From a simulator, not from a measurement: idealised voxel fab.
process module | voxel self aligned contacts
cross-section cut | 195 nm wide | cells 5 nm
A cross-section is a grid of square cells, given in bands from the top down. A band is one or more rows of cells.
Each band's line starts with the height of the band's top and of its bottom, in nm. Then come its materials from left to right, each with its width in nm. One material with "throughout" fills the band from edge to edge. "air" is empty space.
Height 0 is the level under which the wafer as received is all one material. The lowest band goes on downwards, as in "0 down".
A width such as "30 to 40" changes by the same amount from each row of cells to the next, from the band's top row to its bottom row.
"no change" after a step means that no cell of the cross-section changed.
closed voids: empty space of 8 cells or more with no open way to the top, each as width x height at its distance from the left edge, in nm
after a step's settings: what the simulator itself notes on the step
overlay nm, on a step with a mask: how far to the right of its planned place the mask lay; to the left if negative
plan
1 op RECEIVE | material Si
2 op OXIDIZE | depth nm 5
3 op DIRECTIONAL_DEP | material polySi | thk nm 20
4 op DIRECTIONAL_DEP | material SiN | thk nm 25
5 op MASKED_ETCH | tone cover | mask id GATE | width nm 30 | pitch nm 70 | etch materials SiN | depth nm 25 | overlay nm 0
6 op MASKED_ETCH | tone cover | mask id GATE | width nm 30 | pitch nm 70 | etch materials polySi | depth nm 20 | overlay nm 0
7 op CONFORMAL_DEP | material SiN | thk nm 10
8 op DIRECTIONAL_ETCH | etch materials SiN | depth nm 10
9 op FILL_DEP | material SiO2 | thk nm 15
10 op CMP | height nm 50
11 op DIRECTIONAL_DEP | material aC | thk nm 15
12 op PATTERN | tone open | mask id CONTACT | material resist | width nm 50 | thk nm 35 | overlay nm 0
13 op DIRECTIONAL_ETCH | etch materials aC | depth nm 15
14 op STRIP | etch materials resist
15 op DIRECTIONAL_ETCH | etch materials SiO2 | depth nm 55
16 op STRIP | etch materials aC
17 op CONFORMAL_DEP | material TiN | thk nm 5
18 op FILL_DEP | material Ru | thk nm 10
19 op CMP | height nm 50
20 op CONFORMAL_DEP | material SiCN | thk nm 5
as received, after step 1
  0 down: Si throughout
  closed voids: none
first wafer at the end, as planned
  55 to 50: SiCN throughout
  50 to 45: SiO2 70 | TiN 20 | Ru 10 | TiN 20 | SiO2 75
  45 to 20: SiO2 35 | SiN 50 | TiN 5 | Ru 10 | TiN 5 | SiN 50 | SiO2 40
  20 to 0: SiO2 35 | SiN 10 | polySi 30 | SiN 10 | TiN 5 | Ru 10 | TiN 5 | SiN 10 | polySi 30 | SiN 10 | SiO2 40
  0 to -5: SiO2 85 | TiN 20 | SiO2 90
  -5 down: Si throughout
  closed voids: none
second wafer at the end: like start, like plan, one mistake
  70 to 65: SiCN throughout
  65 to 55: Ru throughout
  55 to 50: TiN 75 | Ru 40 | TiN 80
  50 to 45: SiO2 70 | TiN 20 | Ru 10 | TiN 20 | SiO2 75
  45 to 20: SiO2 35 | SiN 50 | TiN 5 | Ru 10 | TiN 5 | SiN 50 | SiO2 40
  20 to 0: SiO2 35 | SiN 10 | polySi 30 | SiN 10 | TiN 5 | Ru 10 | TiN 5 | SiN 10 | polySi 30 | SiN 10 | SiO2 40
  0 to -5: SiO2 85 | TiN 20 | SiO2 90
  -5 down: Si throughout
  closed voids: none
what went wrong: step 19 was left out
at the end the second wafer has, in cells: 86 more of Ru | 31 more of TiN
